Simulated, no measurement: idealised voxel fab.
Process module heading - voxel self aligned vias
Xsec cut, 300 nm wide, square cell size 5 nm.
The cross-sections in this document take the form of a grid made of square cells. They are written out as bands, in order from top to bottom. Each band consists of one or more rows of cells. For a band, the entry starts with two heights in nm, that of the top and then that of the bottom, and carries on with the band's materials in order from left to right, each alongside its width in nm; the word "everywhere" beside a single material means it fills the band edge to edge, and "air" means empty space. The reference from which all heights are counted is 0, the level beneath which the as-received wafer is entirely one material; the lowest band, having no lower bound, proceeds downward and is written after the example "0..down". Width spec "30..40" -> top row of cells at first value, bottom row at second value, equal per-row change in between. "no change" for a step: no cell of the cross-section changed in that step. Look at "Trapped voids" for the closed voids: empty spaces with no open path to the top, sized 8 cells or up. Each is width x height at distance, distance from the left edge, all nm. Where a step's line continues beyond its settings, the continuation is a remark by the simulator itself on that step. The setting "overlay nm" may be written on the line of a step. When the step uses a mask, the value reports how far to the right of the planned place the mask lay, and a negative value reports that it lay to the left.
So here's the lineup of process steps we planned
step 1: RECEIVE | material Si
step 2: CONFORMAL_DEP | material SiO2 | thk nm 15
step 3: CONFORMAL_DEP | material SiCN | thk nm 5
step 4: DIRECTIONAL_DEP | material SiO2 | thk nm 30
step 5: MASKED_ETCH | tone open | mask id LINES | width nm 30 | pitch nm 55 | etch materials SiO2 | depth nm 30 | overlay nm 0
step 6: CONFORMAL_DEP | material TiN | thk nm 5
step 7: FILL_DEP | material Ru | thk nm 10
step 8: CMP | height nm 50
step 9: SELECTIVE_ETCH | etch materials W Ru TiN | depth nm 10
step 10: FILL_DEP | material SiN | thk nm 5
step 11: CMP | height nm 50
step 12: DIRECTIONAL_DEP | material SiO2 | thk nm 15
step 13: PATTERN | tone open | mask id VIAS | material resist | width nm 40 | pitch nm 110 | thk nm 20 | overlay nm 0
step 14: DIRECTIONAL_ETCH | etch materials SiO2 | depth nm 15
step 15: DIRECTIONAL_ETCH | etch materials SiN | depth nm 10
step 16: STRIP | etch materials resist
step 17: CONFORMAL_DEP | material TiN | thk nm 5
step 18: FILL_DEP | material Cu | thk nm 5
step 19: CMP | height nm 65
step 20: CONFORMAL_DEP | material SiN | thk nm 5
This is the cross-section of the wafer as we received it, i.e. after step 1
* 0..down  Si everywhere
* Trapped voids: none
The cross-section shown corresponds to the wafer at the conclusion of the module. The initial structure and the process plan are those presented above; however, one mistake occurred in executing the plan
* 70..65  SiN everywhere
* 65..55  SiO2 75, then TiN 5, then Cu 30, then TiN 5, then SiO2 70, then TiN 5, then Cu 30, then TiN 5, then SiO2 75
* 55..50  SiO2 75, then TiN 10, then Cu 25, then TiN 5, then SiO2 70, then TiN 10, then Cu 25, then TiN 5, then SiO2 75
* 50..45  SiO2 80, then TiN 5, then Cu 25, then TiN 5, then SiO2 20, then SiN 35, then SiO2 20, then TiN 5, then Cu 25, then TiN 5, then SiO2 75
* 45..40  SiO2 80, then TiN 35, then SiO2 20, then SiN 35, then SiO2 20, then TiN 35, then SiO2 75
* 40..25  SiO2 80, then TiN 5, then Ru 25, then TiN 5, then SiO2 20, then TiN 5, then Ru 25, then TiN 5, then SiO2 20, then TiN 5, then Ru 25, then TiN 5, then SiO2 75
* 25..20  SiO2 80, then TiN 35, then SiO2 20, then TiN 35, then SiO2 20, then TiN 35, then SiO2 75
* 20..15  SiCN everywhere
* 15..0  SiO2 everywhere
* 0..down  Si everywhere
* Trapped voids: none
Against the plan, the run slipped here: step 5 off recipe, ran as MASKED_ETCH | tone open | mask id LINES | width nm 35 | pitch nm 55 | etch materials SiO2 | depth nm 30 | overlay nm 0
